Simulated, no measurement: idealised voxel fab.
process module | voxel gate over fins
cross-section cut | 290 nm wide | cells 5 nm
A cross-section is a grid of square cells, given in bands from the top down. A band is one or more rows of cells.
Each band's line starts with the height of the band's top and of its bottom, in nm. Then come its materials from left to right, each with its width in nm. One material with "throughout" fills the band from edge to edge. "air" is empty space.
Height 0 is the level under which the wafer as received is all one material. The lowest band goes on downwards, as in "0 down".
A width such as "30 to 40" changes by the same amount from each row of cells to the next, from the band's top row to its bottom row.
"no change" after a step means that no cell of the cross-section changed.
closed voids: empty space of 8 cells or more with no open way to the top, each as width x height at its distance from the left edge, in nm
after a step's settings: what the simulator itself notes on the step
overlay nm, on a step with a mask: how far to the right of its planned place the mask lay; to the left if negative
plan
1 op RECEIVE | material Si
2 op CONFORMAL_DEP | material SiN | thk nm 10
3 op MASKED_ETCH | tone cover | mask id FINS | width nm 15 | pitch nm 40 | etch materials SiN | depth nm 10 | overlay nm 0
4 op MASKED_ETCH | tone cover | mask id FINS | width nm 15 | pitch nm 40 | etch materials Si | depth nm 30 | overlay nm 0
5 op FILL_DEP | material SiO2 | thk nm 5
6 op CMP | height nm 10
7 op SELECTIVE_ETCH | etch materials SiO2 | depth nm 25
8 op STRIP | etch materials SiN
9 op CONFORMAL_DEP | material HfO2 | thk nm 5
10 op CONFORMAL_DEP | material TiN | thk nm 5
11 op CONFORMAL_DEP | material TiAl | thk nm 5
12 op CONFORMAL_DEP | material TiN | thk nm 5
13 op FILL_DEP | material W | thk nm 10
14 op CMP | height nm 25
15 op CONFORMAL_DEP | material SiCN | thk nm 10
as received, after step 1
  0 down: Si throughout
  closed voids: none
first wafer at the end, as planned
  35 to 25: SiCN throughout
  25 to 20: W throughout
  20 to 15: W 95 | TiN 95 | W 100
  15 to 10: W 95 | TiN 5 | TiAl 85 | TiN 5 | W 100
  10 to 5: W 95 | TiN 5 | TiAl 5 | TiN 35 | TiAl 5 | TiN 35 | TiAl 5 | TiN 5 | W 100
  5 to 0: TiN 100 | TiAl 5 | TiN 5 | HfO2 25 | TiN 5 | TiAl 5 | TiN 5 | HfO2 25 | TiN 5 | TiAl 5 | TiN 105
  0 to -5: TiAl 105 | TiN 5 | HfO2 5 | Si 15 | HfO2 5 | TiN 5 | TiAl 5 | TiN 5 | HfO2 5 | Si 15 | HfO2 5 | TiN 5 | TiAl 110
  -5 to -10: TiN 110 | HfO2 5 | Si 15 | HfO2 5 | TiN 15 | HfO2 5 | Si 15 | HfO2 5 | TiN 115
  -10 to -15: HfO2 115 | Si 15 | HfO2 25 | Si 15 | HfO2 120
  -15 to -30: SiO2 115 | Si 15 | SiO2 25 | Si 15 | SiO2 120
  -30 down: Si throughout
  closed voids: none
second wafer at the end: like start, like plan, one mistake
  35 to 25: SiCN throughout
  25 to 15: W throughout
  15 to 10: W 100 | TiN 85 | W 105
  10 to 5: W 100 | TiN 5 | TiAl 35 | TiN 5 | TiAl 35 | TiN 5 | W 105
  5 to 0: W 100 | TiN 5 | TiAl 5 | HfO2 25 | TiAl 5 | TiN 5 | TiAl 5 | HfO2 25 | TiAl 5 | TiN 5 | W 105
  0 to -5: TiN 105 | TiAl 5 | HfO2 5 | Si 15 | HfO2 5 | TiAl 5 | TiN 5 | TiAl 5 | HfO2 5 | Si 15 | HfO2 5 | TiAl 5 | TiN 110
  -5 to -10: TiAl 110 | HfO2 5 | Si 15 | HfO2 5 | TiAl 15 | HfO2 5 | Si 15 | HfO2 5 | TiAl 115
  -10 to -15: HfO2 115 | Si 15 | HfO2 25 | Si 15 | HfO2 120
  -15 to -30: SiO2 115 | Si 15 | SiO2 25 | Si 15 | SiO2 120
  -30 down: Si throughout
  closed voids: none
what went wrong: step 10 was left out
at the end the second wafer has, in cells: 3 more of TiAl | 67 fewer of TiN | 64 more of W
